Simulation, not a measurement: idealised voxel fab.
process module | voxel self aligned contacts
Pictured: cross-section cut, 250 nm wide, on a grid of 5 nm square cells.
For the purposes of this document, a cross-section shall be understood as a grid of square cells, specified as bands listed in top-to-bottom order, each band consisting of one or more rows of cells.
Each band's line starts with the height of the band's top and of its bottom, in nm. Then come its materials from left to right, each with its width in nm. One material with "full width" fills the band from edge to edge. "empty" is empty space.
We count height from 0. Below that, the starting wafer is all one material. The lowest band never ends at the bottom but goes on down; see "from 0 down" for how that is written.
A two-number width, for instance "30->40", indicates that the width is equal to the first number in the top row of the band and to the second number in the bottom row, and that it changes by a constant amount per row of cells.
Where a step carries "no modifications", the cross-section came out of it unchanged, cell for cell.
Empty spaces counting at least 8 cells and having no open way to the top are listed in "Voids, enclosed". The notation width x height at distance is used for each, the distance being from the left edge and all three values in nm.
If you see something after the settings on a step's line, that's the simulator's own remark about that step.
If you see "overlay nm" on a step's line and that step has a mask, it's telling you how far right of where it was planned the mask ended up; a negative number means it went left instead.
Below is the list of planned process steps:
1. RECEIVE,material Si
2. OXIDIZE,depth nm 5
3. DIRECTIONAL_DEP,material polySi,thk nm 30
4. DIRECTIONAL_DEP,material SiN,thk nm 15
5. DIRECTIONAL_DEP,material aC,thk nm 10
6. PATTERN,tone cover,mask id GATE,material resist,width nm 30,pitch nm 55,thk nm 25,overlay nm 0
7. DIRECTIONAL_ETCH,etch materials aC,depth nm 10
8. STRIP,etch materials resist
9. DIRECTIONAL_ETCH,etch materials SiN,depth nm 15
10. DIRECTIONAL_ETCH,etch materials polySi,depth nm 30
11. STRIP,etch materials aC
12. CONFORMAL_DEP,material SiN,thk nm 5
13. DIRECTIONAL_ETCH,etch materials SiN,depth nm 5
14. FILL_DEP,material SiO2,thk nm 15
15. CMP,height nm 55
16. DIRECTIONAL_DEP,material aC,thk nm 10
17. PATTERN,tone open,mask id CONTACT,material resist,width nm 35,pitch nm 55,thk nm 25,overlay nm 0
18. DIRECTIONAL_ETCH,etch materials aC,depth nm 10
19. STRIP,etch materials resist
20. DIRECTIONAL_ETCH,etch materials SiO2,depth nm 60
21. STRIP,etch materials aC
22. CONFORMAL_DEP,material TiN,thk nm 5
23. FILL_DEP,material W,thk nm 10
24. CMP,height nm 55
25. CONFORMAL_DEP,material SiCN,thk nm 5
This is the cross-section of the wafer as we received it, i.e. after step 1:
	from 0 down | Si full width
	Voids, enclosed: none
End-of-module cross-section of the first of two wafers, processed as planned:
	from 60 to 55 | SiCN full width
	from 55 to 45 | SiO2=80, TiN=5->15, W=25->5, TiN=5->15, SiO2=20, TiN=5->15, W=25->5, TiN=5->15, SiO2=80
	from 45 to 30 | SiO2=50, SiN=40, TiN=5, W=5, TiN=5, SiN=40, TiN=5, W=5, TiN=5, SiN=40, SiO2=50
	from 30 to 0 | SiO2=50, SiN=5, polySi=30, SiN=5, TiN=5, W=5, TiN=5, SiN=5, polySi=30, SiN=5, TiN=5, W=5, TiN=5, SiN=5, polySi=30, SiN=5, SiO2=50
	from 0 to -5 | SiO2=90, TiN=15, SiO2=40, TiN=15, SiO2=90
	from -5 down | Si full width
	Voids, enclosed: none
This cross-section belongs to the second wafer of two at the end of the module; the start and the plan were shared with the first, and the run included one mistake:
	from 60 to 55 | SiCN full width
	from 55 to 35 | SiO2=50, SiN=5, polySi=30, SiN=5, TiN=5, W=5, TiN=5, SiN=5, polySi=30, SiN=5, TiN=5, W=5, TiN=5, SiN=5, polySi=30, SiN=5, SiO2=50
	from 35 to 30 | SiO2=50, SiN=5, polySi=30, SiN=5, TiN=15, SiN=5, polySi=30, SiN=5, TiN=15, SiN=5, polySi=30, SiN=5, SiO2=50
	from 30 to 0 | polySi full width
	from 0 to -5 | SiO2 full width
	from -5 down | Si full width
	Voids, enclosed: none
What was done differently from what was planned? in the plan, step 3 was performed twice
Final difference in cells, second wafer against first, listed per material as more or fewer: SiN -78, SiO2 -146, TiN -36, W -22, polySi +282
